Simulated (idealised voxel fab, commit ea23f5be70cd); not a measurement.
process module | voxel self aligned vias
cross-section cut | 200 nm wide | cells 5 nm
A cross-section is a grid of square cells, given in bands from the top down. A band is one or more rows of cells.
Each band's line starts with the height of the band's top and of its bottom, in nm. Then come its materials from left to right, each with its width in nm. One material with "throughout" fills the band from edge to edge. "air" is empty space.
Height 0 is the level under which the wafer as received is all one material. The lowest band goes on downwards, as in "0 down".
A width such as "30 to 40" changes by the same amount from each row of cells to the next, from the band's top row to its bottom row.
"no change" after a step means that no cell of the cross-section changed.
closed voids: empty space of 8 cells or more with no open way to the top, each as width x height at its distance from the left edge, in nm
after a step's settings: what the simulator itself notes on the step
overlay nm, on a step with a mask: how far to the right of its planned place the mask lay; to the left if negative
plan
1 op RECEIVE | material Si
2 op CONFORMAL_DEP | material SiO2 | thk nm 15
3 op CONFORMAL_DEP | material SiCN | thk nm 5
4 op DIRECTIONAL_DEP | material SiO2 | thk nm 20
5 op DIRECTIONAL_DEP | material aC | thk nm 10
6 op PATTERN | tone open | mask id LINES | material resist | width nm 20 | pitch nm 65 | thk nm 25 | overlay nm 0
7 op DIRECTIONAL_ETCH | etch materials aC | depth nm 10
8 op STRIP | etch materials resist
9 op DIRECTIONAL_ETCH | etch materials SiO2 | depth nm 20
10 op STRIP | etch materials aC
11 op CONFORMAL_DEP | material TiN | thk nm 5
12 op FILL_DEP | material Ru | thk nm 5
13 op CMP | height nm 40
14 op SELECTIVE_ETCH | etch materials W Ru TiN | depth nm 10
15 op FILL_DEP | material SiN | thk nm 5
16 op CMP | height nm 40
17 op DIRECTIONAL_DEP | material SiO2 | thk nm 20
18 op PATTERN | tone open | mask id VIAS | material resist | width nm 40 | pitch nm 65 | thk nm 20 | overlay nm 0
19 op DIRECTIONAL_ETCH | etch materials SiO2 | depth nm 20
20 op DIRECTIONAL_ETCH | etch materials SiN | depth nm 10
21 op STRIP | etch materials resist
22 op CONFORMAL_DEP | material TiN | thk nm 5
23 op FILL_DEP | material W | thk nm 10
24 op CMP | height nm 60
25 op CONFORMAL_DEP | material SiN | thk nm 5
as received, after step 1
  0 down: Si throughout
  closed voids: none
first wafer at the end, as planned
  65 to 60: SiN throughout
  60 to 45: SiO2 45 | TiN 5 | W 30 | TiN 5 | SiO2 25 | TiN 5 | W 30 | TiN 5 | SiO2 50
  45 to 35: SiO2 45 to 55 | TiN 15 to 5 | W 10 | TiN 15 to 5 | SiO2 25 to 45 | TiN 15 to 5 | W 10 | TiN 15 to 5 | SiO2 50 to 60
  35 to 30: SiO2 55 | TiN 20 | SiO2 45 | TiN 20 | SiO2 60
  30 to 25: SiO2 55 | TiN 5 | Ru 10 | TiN 5 | SiO2 45 | TiN 5 | Ru 10 | TiN 5 | SiO2 60
  25 to 20: SiO2 55 | TiN 20 | SiO2 45 | TiN 20 | SiO2 60
  20 to 15: SiCN throughout
  15 to 0: SiO2 throughout
  0 down: Si throughout
  closed voids: none
second wafer at the end: like start, like plan, one mistake
  55 to 50: SiN throughout
  50 to 40: SiO2 45 | TiN 5 to 15 | W 30 to 10 | TiN 5 to 15 | SiO2 25 | TiN 5 to 15 | W 30 to 10 | TiN 5 to 15 | SiO2 50
  40 to 35: SiO2 55 | TiN 5 | W 10 | TiN 5 | SiO2 45 | TiN 5 | W 10 | TiN 5 | SiO2 60
  35 to 30: SiO2 55 | TiN 20 | SiO2 45 | TiN 20 | SiO2 60
  30 to 25: SiO2 55 | TiN 5 | Ru 10 | TiN 5 | SiO2 45 | TiN 5 | Ru 10 | TiN 5 | SiO2 60
  25 to 20: SiO2 55 | TiN 20 | SiO2 45 | TiN 20 | SiO2 60
  20 to 15: SiCN throughout
  15 to 0: SiO2 throughout
  0 down: Si throughout
  closed voids: none
what went wrong: step 24 ran as: op CMP | height nm 50
at the end the second wafer has, in cells: 48 fewer of SiO2 | 8 fewer of TiN | 24 fewer of W
